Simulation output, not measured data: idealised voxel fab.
Module name: voxel transistor to metal (process module)
Square cells of 5 nm make up the cross-section cut, whose width is 215 nm.
This document writes a cross-section as a grid whose cells are square, and gives it as bands, listed from the top down; one or more rows of cells form a band.
Read a band's entry like this: the first values are the height of its top and the height of its bottom in nm, and what follows is the sequence of materials from left to right, each with its width in nm. Note that "blank" is empty space, and that a single material marked "full width" reaches across the band from edge to edge.
Heights from 0 (as-received wafer is one material below). Bottom band endless downward, as "from 0 down".
With a width like "30->40", each row of cells in the band differs from the next by the same amount, the top row carrying the first number and the bottom row the second.
Reading "all unchanged" for a step: not a cell of the cross-section changed in it.
The label "Closed void inventory" introduces a list of the empty spaces, 8 cells or larger, that have no open way up to the top; each entry in it reads width x height at distance, where the distance is taken from the left edge and all three are stated in nm.
Heads up: the bit after the settings on a step's line is the simulator's remark on that step.
overlay nm: mask offset rightward from planned place, masked step; negative means leftward offset.

So here's the lineup of process steps we planned
- 1: RECEIVE | material Si
- 2: OXIDIZE | depth nm 5
- 3: CONFORMAL_DEP | material SiN | thk nm 15
- 4: DIRECTIONAL_DEP | material aC | thk nm 15
- 5: PATTERN | tone cover | mask id ACTIVE | material resist | width nm 105 | thk nm 35 | overlay nm -15
- 6: DIRECTIONAL_ETCH | etch materials aC | depth nm 15
- 7: STRIP | etch materials resist
- 8: DIRECTIONAL_ETCH | etch materials SiN | depth nm 15
- 9: DIRECTIONAL_ETCH | etch materials SiO2 | depth nm 5
- 10: DIRECTIONAL_ETCH | etch materials Si | depth nm 30
- 11: STRIP | etch materials aC
- 12: FILL_DEP | material SiO2 | thk nm 10
- 13: CMP | height nm 15
- 14: SELECTIVE_ETCH | etch materials SiO2 | depth nm 10
- 15: STRIP | etch materials SiN
- 16: SELECTIVE_ETCH | etch materials SiO2 | depth nm 5
- 17: OXIDIZE | depth nm 5
- 18: DIRECTIONAL_DEP | material polySi | thk nm 30
- 19: DIRECTIONAL_DEP | material SiCN | thk nm 15
- 20: DIRECTIONAL_DEP | material aC | thk nm 10
- 21: PATTERN | tone cover | mask id GATE | material resist | width nm 25 | thk nm 25 | overlay nm 0
- 22: DIRECTIONAL_ETCH | etch materials aC | depth nm 10
- 23: STRIP | etch materials resist
- 24: DIRECTIONAL_ETCH | etch materials SiCN | depth nm 25
- 25: DIRECTIONAL_ETCH | etch materials polySi | depth nm 40
- 26: STRIP | etch materials aC
- 27: CONFORMAL_DEP | material SiN | thk nm 10
- 28: DIRECTIONAL_ETCH | etch materials SiN | depth nm 10
- 29: DIRECTIONAL_ETCH | etch materials SiO2 | depth nm 5
- 30: DIRECTIONAL_ETCH | etch materials Si | depth nm 10
- 31: EPI | material nSi | thk nm 10
- 32: FILL_DEP | material SiO2 | thk nm 10
- 33: CMP | height nm 40
- 34: DIRECTIONAL_DEP | material SiO2 | thk nm 15
- 35: PATTERN | tone open | mask id CONTACT | material resist | width nm 20 | pitch nm 75 | thk nm 15 | overlay nm 0
- 36: DIRECTIONAL_ETCH | etch materials SiO2 | depth nm 65
- 37: STRIP | etch materials resist
- 38: CONFORMAL_DEP | material TiN | thk nm 5
- 39: FILL_DEP | material Ru | thk nm 5
- 40: CMP | height nm 55
- 41: DIRECTIONAL_DEP | material TiN | thk nm 5
- 42: DIRECTIONAL_DEP | material W | thk nm 25
- 43: DIRECTIONAL_DEP | material aC | thk nm 15
- 44: PATTERN | tone cover | mask id METAL_1 | material resist | width nm 20 | pitch nm 75 | thk nm 30 | overlay nm 0
- 45: DIRECTIONAL_ETCH | etch materials aC | depth nm 15
- 46: STRIP | etch materials resist
- 47: DIRECTIONAL_ETCH | etch materials W | depth nm 25
- 48: DIRECTIONAL_ETCH | etch materials TiN | depth nm 5
- 49: STRIP | etch materials aC
- 50: CONFORMAL_DEP | material SiCN | thk nm 5
- 51: FILL_DEP | material SiO2 | thk nm 5
- 52: CMP | height nm 85
- 53: CONFORMAL_DEP | material SiN | thk nm 5
The plan's step 5 overlay nm is the first wafer's value; the wafers differ in this setting and start identical.

Step 1 complete: as-received cross-section of the first of several wafers
  from 0 down  Si full width
  Closed void inventory: none

The cross-section of the first of several wafers is given below for the end of the module, after its final step, step 53
  from 90 to 85  SiN full width
  from 85 to 60  SiO2 (55), then SiCN (5), then W (20), then SiCN (5), then SiO2 (45), then SiCN (5), then W (20), then SiCN (5), then SiO2 (55)
  from 60 to 55  SiCN (60), then TiN (20), then SiCN (55), then TiN (20), then SiCN (60)
  from 55 to 40  SiO2 (60), then TiN (5), then Ru (10), then TiN (5), then SiO2 (55), then TiN (5), then Ru (10), then TiN (5), then SiO2 (60)
  from 40 to 25  SiO2 (60), then TiN (5), then Ru (10), then TiN (5), then SiO2 (5), then SiN (10), then SiCN (25), then SiN (10), then SiO2 (5), then TiN (5), then Ru (10), then TiN (5), then SiO2 (60)
  from 25 to 5  SiO2 (60), then TiN (5), then Ru (10), then TiN (5), then SiO2 (5), then SiN (10), then polySi (25), then SiN (10), then SiO2 (5), then TiN (5), then Ru (10), then TiN (5), then SiO2 (60)
  from 5 to 0  SiO2 (60), then TiN (5), then Ru (5), then TiN (10), then SiO2 (5), then SiN (10), then polySi (25), then SiN (10), then SiO2 (5), then TiN (20), then SiO2 (60)
  from 0 to -5  SiO2 (35), then SiN (10), then nSi (10), then SiO2 (5), then TiN (5), then Ru (5), then TiN (5), then nSi (10), then SiN (10), then polySi (25), then SiN (10), then nSi (10), then SiN (10), then TiN (5), then SiO2 (60)
  from -5 to -10  SiO2 (45), then nSi (10), then SiO2 (5), then TiN (15), then nSi (10), then SiO2 (45), then nSi (10), then SiO2 (10), then TiN (5), then SiO2 (60)
  from -10 to -20  SiO2 (40), then Si (5), then nSi (40), then Si (45), then nSi (10), then Si (5), then SiO2 (70)
  from -20 to -35  SiO2 (40), then Si (105), then SiO2 (70)
  from -35 down  Si full width
  Closed void inventory: none

The final wafer, sectioned at module end
  from 90 to 85  SiN full width
  from 85 to 60  SiO2 (55), then SiCN (5), then W (20), then SiCN (5), then SiO2 (45), then SiCN (5), then W (20), then SiCN (5), then SiO2 (55)
  from 60 to 55  SiCN (60), then TiN (20), then SiCN (55), then TiN (20), then SiCN (60)
  from 55 to 40  SiO2 (60), then TiN (5), then Ru (10), then TiN (5), then SiO2 (55), then TiN (5), then Ru (10), then TiN (5), then SiO2 (60)
  from 40 to 25  SiO2 (60), then TiN (5), then Ru (10), then TiN (5), then SiO2 (5), then SiN (10), then SiCN (25), then SiN (10), then SiO2 (5), then TiN (5), then Ru (10), then TiN (5), then SiO2 (60)
  from 25 to 5  SiO2 (60), then TiN (5), then Ru (10), then TiN (5), then SiO2 (5), then SiN (10), then polySi (25), then SiN (10), then SiO2 (5), then TiN (5), then Ru (10), then TiN (5), then SiO2 (60)
  from 5 to 0  SiO2 (60), then TiN (20), then SiO2 (5), then SiN (10), then polySi (25), then SiN (10), then SiO2 (5), then TiN (10), then Ru (5), then TiN (5), then SiO2 (60)
  from 0 to -5  SiO2 (60), then TiN (5), then SiN (10), then nSi (10), then SiN (10), then polySi (25), then SiN (10), then nSi (10), then TiN (5), then Ru (5), then TiN (5), then SiO2 (5), then nSi (10), then SiN (10), then SiO2 (35)
  from -5 to -10  SiO2 (60), then TiN (5), then SiO2 (10), then nSi (10), then SiO2 (45), then nSi (10), then TiN (15), then SiO2 (5), then nSi (10), then SiO2 (45)
  from -10 to -20  SiO2 (70), then Si (5), then nSi (10), then Si (45), then nSi (40), then Si (5), then SiO2 (40)
  from -20 to -35  SiO2 (70), then Si (105), then SiO2 (40)
  from -35 down  Si full width
  Closed void inventory: none

The table below has one row for each wafer; a row shows, as of the end of the module, how many cells of each material the wafer has gained, marked (+), or lost, marked (-), since it was received, and then the wafer's closed voids
overlay nm -15 | +42 Ru | -216 Si | +70 SiCN | +83 SiN | +631 SiO2 | +62 TiN | +40 W | +32 nSi | +30 polySi | Closed void inventory: none
overlay nm -10 | +42 Ru | -216 Si | +70 SiCN | +83 SiN | +631 SiO2 | +60 TiN | +40 W | +34 nSi | +30 polySi | Closed void inventory: none
overlay nm -5 | +40 Ru | -216 Si | +70 SiCN | +83 SiN | +631 SiO2 | +60 TiN | +40 W | +36 nSi | +30 polySi | Closed void inventory: none
overlay nm 0 | +40 Ru | -216 Si | +70 SiCN | +83 SiN | +631 SiO2 | +60 TiN | +40 W | +36 nSi | +30 polySi | Closed void inventory: none
overlay nm 5 | +40 Ru | -216 Si | +70 SiCN | +83 SiN | +631 SiO2 | +60 TiN | +40 W | +36 nSi | +30 polySi | Closed void inventory: none
overlay nm 10 | +42 Ru | -216 Si | +70 SiCN | +83 SiN | +631 SiO2 | +60 TiN | +40 W | +34 nSi | +30 polySi | Closed void inventory: none
overlay nm 15 | +42 Ru | -216 Si | +70 SiCN | +83 SiN | +631 SiO2 | +62 TiN | +40 W | +32 nSi | +30 polySi | Closed void inventory: none
